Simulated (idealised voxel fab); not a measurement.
Process module name: voxel spacer lines
FYI the section here is cut, 280 nm wide, cells are 5 nm squares.
For the purposes of this document, a cross-section shall be understood as a grid of square cells, specified as bands listed in top-to-bottom order, each band consisting of one or more rows of cells. Look at the band entry: it leads with the top's height and the bottom's height in nm. Then it lists the materials left to right, with a width in nm for each. The word "all across" on a single material says that material fills the band edge to edge. The word "empty" is empty space. For the purposes of this specification, 0 denotes the height below which the wafer in its as-received condition is composed wholly of one material, and the lowermost band, lacking a lower limit, extends downward without end, as expressed in "z 0 and below". It should be noted that a width expressed as "30 to 40" varies in equal increments from row to row of cells within the band, taking the value of the first number at the top row and that of the second number at the bottom row. When a step is marked "nothing changed", none of the cells in the cross-section changed during that step. In "Voids, sealed" the enclosed voids are listed, meaning empty spaces of 8 cells or larger without any opening to the top. The form is width x height at distance, distance from the left edge, units nm. It should be noted that, on the line of a given step, the content following the step's settings is a remark produced by the simulator itself with respect to that step. overlay nm, on a step with a mask: how far to the right of its planned place the mask lay; to the left if negative.

**Process steps (planned)**
1 RECEIVE with material Si
2 CONFORMAL_DEP with material Al2O3, thk nm 10
3 DIRECTIONAL_DEP with material SiN, thk nm 10
4 DIRECTIONAL_DEP with material aC, thk nm 20
5 PATTERN with tone cover, mask id MANDREL, material resist, width nm 15, pitch nm 50, thk nm 25, overlay nm 0
6 DIRECTIONAL_ETCH with etch materials aC, depth nm 20
7 STRIP with etch materials resist
8 CONFORMAL_DEP with material SiO2, thk nm 10
9 DIRECTIONAL_ETCH with etch materials SiO2, depth nm 10
10 STRIP with etch materials aC
11 DIRECTIONAL_ETCH with etch materials SiN, depth nm 10
12 STRIP with etch materials SiO2
13 FILL_DEP with material SiO2, thk nm 10
14 CMP with height nm 20

**As-received wafer cross-section (after step 1)**
  z 0 and below: Si all across
  Voids, sealed: none

**Sectioned view, first of two wafers, at the close of the module, processed as intended in the plan**
  z 20 to 10: SiO2 95, then SiN 10, then SiO2 15, then SiN 10, then SiO2 15, then SiN 10, then SiO2 15, then SiN 10, then SiO2 100
  z 10 to 0: Al2O3 all across
  z 0 and below: Si all across
  Voids, sealed: none

**Presented here is a cross-section of the second of the two wafers as it stood at the end of the module. It was started in the same manner and assigned the same plan as the first wafer; however, one mistake was made in its execution**
  z 20 to 15: SiO2 all across
  z 15 to 10: SiO2 95, then SiN 10, then SiO2 15, then SiN 10, then SiO2 15, then SiN 10, then SiO2 15, then SiN 10, then SiO2 100
  z 10 to 0: Al2O3 all across
  z 0 and below: Si all across
  Voids, sealed: none
Processing error: so step 3 ended up running with a different setting than we planned, it ran as DIRECTIONAL_DEP with material SiN, thk nm 5
Wrapping up, a cell-based count of both wafers puts the second over or under the first for these materials: SiN: 8 fewer, SiO2: 8 more
